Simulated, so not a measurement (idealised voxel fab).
This is a process module. Its name is voxel ribs on slabs.
The width of the displayed cross-section, cut, is 295 nm; its cells are square, with a size of 5 nm.
Throughout this document, each cross-section is represented as a grid of square cells and is presented as a sequence of bands enumerated from the top downward, where a band comprises one or more rows of cells.
It is stipulated that each band's entry specify, in nanometres, the height of the top of the band and then that of its bottom, followed by the materials of the band in left-to-right sequence, each together with its width in nanometres. A single material marked by the word "everywhere" is understood to fill the band from edge to edge; the word "blank" is understood to denote empty space.
Ref level 0: as-received wafer is one material below here. Bottom band extends down with no lower bound ("0 and below").
Read "30..40" as a graded width: first number on top, second number at the bottom, same change between each pair of neighbouring rows.
Where the words "nothing got changed" appear for a step, the cross-section shows no cell changed by that step; every cell remained as before.
Empty spaces counting at least 8 cells and having no open way to the top are listed in "Trapped void list". The notation width x height at distance is used for each, the distance being from the left edge and all three values in nm.
Post-settings text on a step line: simulator's own remark regarding the step.
Each step line may optionally specify "overlay nm", which for a step with a mask gives the rightward distance between the mask's planned place and where it lay, a negative value indicating the leftward direction.

THESE ARE THE STEPS WE PLANNED FOR THE PROCESS
1) RECEIVE [material Si]
2) DIRECTIONAL_DEP [material SiO2] [thk nm 25]
3) DIRECTIONAL_DEP [material SiN] [thk nm 25]
4) PATTERN [tone cover] [mask id RIB] [material resist] [width nm 15] [thk nm 15] [overlay nm 0]
5) DIRECTIONAL_ETCH [etch materials SiN] [depth nm 5]
6) STRIP [etch materials resist]
7) MASKED_ETCH [tone cover] [mask id SLAB] [width nm 55] [etch materials SiN] [depth nm 20] [overlay nm 0]
8) FILL_DEP [material SiO2] [thk nm 30]
9) CMP [height nm 70]
10) DIRECTIONAL_DEP [material TiN] [thk nm 10]
11) MASKED_ETCH [tone cover] [mask id HEATER] [width nm 25] [etch materials TiN] [depth nm 10] [overlay nm 0]
12) CONFORMAL_DEP [material SiO2] [thk nm 5]

WAFER CROSS-SECTION ON RECEIPT, I.E. AFTER STEP 1
  0 and below = Si everywhere
  Trapped void list: none

THIS IS HOW THE WAFER LOOKS IN CROSS-SECTION ONCE THE MODULE IS DONE, GIVEN THE STARTING STATE AND PLAN ABOVE AND ONE MISTAKE IN CARRYING THE PLAN OUT
  85 down to 80 = blank (140) | SiO2 (35) | blank (120)
  80 down to 75 = blank (140) | SiO2 (5) | TiN (25) | SiO2 (5) | blank (120)
  75 down to 70 = SiO2 (145) | TiN (25) | SiO2 (125)
  70 down to 50 = SiO2 everywhere
  50 down to 45 = SiO2 (140) | SiN (15) | SiO2 (140)
  45 down to 25 = SiO2 (120) | SiN (55) | SiO2 (120)
  25 down to 0 = SiO2 everywhere
  0 and below = Si everywhere
  Trapped void list: none
What broke from the plan during processing? not per plan at step 11, really ran MASKED_ETCH [tone cover] [mask id HEATER] [width nm 25] [etch materials TiN] [depth nm 10] [overlay nm 10]
